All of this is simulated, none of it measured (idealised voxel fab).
Proc. module: voxel tone inversion
Cross-sectional view cut (width: 300 nm; square cell size: 5 nm).
Think of the cross-section as a grid of square cells. We describe it in bands, top to bottom, and each band covers one or more rows of those cells. It is stipulated that each band's entry specify, in nanometres, the height of the top of the band and then that of its bottom, followed by the materials of the band in left-to-right sequence, each together with its width in nanometres. A single material marked by the word "throughout" is understood to fill the band from edge to edge; the word "empty" is understood to denote empty space. Height is counted from the level 0, under which the received wafer is composed throughout of one material. The lowest of the bands is not closed at the bottom but continues downward, in the notation "0..down". The expression "30..40" gives the width at the extremes of the band, the first number at its top row of cells and the second at its bottom row, with the width changing by equal amounts from each row to the next in between. What does "stayed the same" mean for a step? It means no cell of the cross-section changed in that step. The entry titled "Voids, enclosed" provides the empty spaces that have no open way to the top, restricted to those of 8 cells or more. Each is presented as width x height at distance, the distance being measured from the left edge, with all three in nm. Where a step's line continues beyond its settings, the continuation is a remark by the simulator itself on that step. On any step carrying a mask, the "overlay nm" setting, if present on the step's line, tells how far right of its planned place the mask lay; negative values point to the left.

So here's the lineup of process steps we planned
1,op RECEIVE | material Si
2,op CONFORMAL_DEP | material SiCN | thk nm 5
3,op DIRECTIONAL_DEP | material polySi | thk nm 15
4,op PATTERN | tone cover | mask id POSTS | material resist | width nm 20 | pitch nm 40 | thk nm 25 | overlay nm 0
5,op DIRECTIONAL_ETCH | etch materials polySi | depth nm 15
6,op STRIP | etch materials resist
7,op FILL_DEP | material SiO2 | thk nm 5
8,op CMP | height nm 20
9,op STRIP | etch materials polySi

as received, after step 1
> 0..down  Si throughout
> Voids, enclosed: none

One mistake in running the module, otherwise start and plan as above: cross-section at the end
> 20..5  empty 120, polySi 20, empty 20, polySi 20, empty 120
> 5..0  SiCN throughout
> 0..down  Si throughout
> Voids, enclosed: none
Which mistake was made when the wafer was run? step 9: run off-plan, actual operation and settings op STRIP | etch materials SiO2
